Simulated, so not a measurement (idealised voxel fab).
The document below concerns the process module designated voxel self aligned vias.
Section cut is 270 nm wide and gridded with 5 nm square cells.
Bands, listed from the top down, are how a cross-section gets written in this document; the cross-section itself is a grid of square cells, and a band is one or more rows of them. Band: top and bottom heights (nm) first, top before bottom; then materials from left to right, widths in nm. "all across" marks a sole material filling the band edge to edge. "blank" denotes empty space. Counting heights begins at 0, where everything beneath is, in the wafer as received, one material. The lowest band has no bottom; it goes on downwards, as "0..down" shows. A two-number width, for instance "30->40", indicates that the width is equal to the first number in the top row of the band and to the second number in the bottom row, and that it changes by a constant amount per row of cells. Where the words "no modifications" appear for a step, the cross-section shows no cell changed by that step; every cell remained as before. Look at "Voids lacking openings" for the closed voids: empty spaces with no open path to the top, sized 8 cells or up. Each is width x height at distance, distance from the left edge, all nm. Formally, on a step line, whatever follows the settings is a remark that the simulator itself makes on the step. On any step carrying a mask, the "overlay nm" setting, if present on the step's line, tells how far right of its planned place the mask lay; negative values point to the left.
-- This section lists the process steps that were planned
step 1: RECEIVE [material Si]
step 2: CONFORMAL_DEP [material SiO2] [thk nm 15]
step 3: CONFORMAL_DEP [material SiCN] [thk nm 5]
step 4: DIRECTIONAL_DEP [material SiO2] [thk nm 20]
step 5: DIRECTIONAL_DEP [material aC] [thk nm 10]
step 6: PATTERN [tone open] [mask id LINES] [material resist] [width nm 30] [pitch nm 70] [thk nm 25] [overlay nm 0]
step 7: DIRECTIONAL_ETCH [etch materials aC] [depth nm 10]
step 8: STRIP [etch materials resist]
step 9: DIRECTIONAL_ETCH [etch materials SiO2] [depth nm 20]
step 10: STRIP [etch materials aC]
step 11: CONFORMAL_DEP [material TiN] [thk nm 5]
step 12: FILL_DEP [material Ru] [thk nm 5]
step 13: CMP [height nm 40]
step 14: SELECTIVE_ETCH [etch materials W Ru TiN] [depth nm 10]
step 15: FILL_DEP [material SiN] [thk nm 10]
step 16: CMP [height nm 40]
step 17: DIRECTIONAL_DEP [material SiO2] [thk nm 20]
step 18: PATTERN [tone open] [mask id VIAS] [material resist] [width nm 50] [thk nm 15] [overlay nm 0]
step 19: DIRECTIONAL_ETCH [etch materials SiO2] [depth nm 20]
step 20: DIRECTIONAL_ETCH [etch materials SiN] [depth nm 10]
step 21: STRIP [etch materials resist]
step 22: CONFORMAL_DEP [material TiN] [thk nm 5]
step 23: FILL_DEP [material W] [thk nm 10]
step 24: CMP [height nm 60]
step 25: CONFORMAL_DEP [material SiCN] [thk nm 5]
-- Cross-section: wafer on arrival = after step 1
* 0..down = Si all across
* Voids lacking openings: none
-- Same starting wafer, same plan as above, one mistake in the execution; this is the cross-section at the end of the module
* 65..60 = SiCN all across
* 60..45 = 70 nm W  5 nm TiN  50 nm SiO2  5 nm TiN  140 nm W
* 45..40 = 75 nm TiN  50 nm SiO2  35 nm TiN  20 nm W  90 nm TiN
* 40..35 = 85 nm SiO2  30 nm SiN  40 nm SiO2  5 nm TiN  20 nm W  5 nm TiN  85 nm SiO2
* 35..30 = 85 nm SiO2  30 nm SiN  40 nm SiO2  30 nm TiN  85 nm SiO2
* 30..25 = 85 nm SiO2  5 nm TiN  20 nm Ru  5 nm TiN  40 nm SiO2  5 nm TiN  20 nm Ru  5 nm TiN  85 nm SiO2
* 25..20 = 85 nm SiO2  30 nm TiN  40 nm SiO2  30 nm TiN  85 nm SiO2
* 20..15 = SiCN all across
* 15..0 = SiO2 all across
* 0..down = Si all across
* Voids lacking openings: none
Diagnosis: step 18 changed vs plan, executed as PATTERN [tone cover] [mask id VIAS] [material resist] [width nm 50] [thk nm 15] [overlay nm 0]
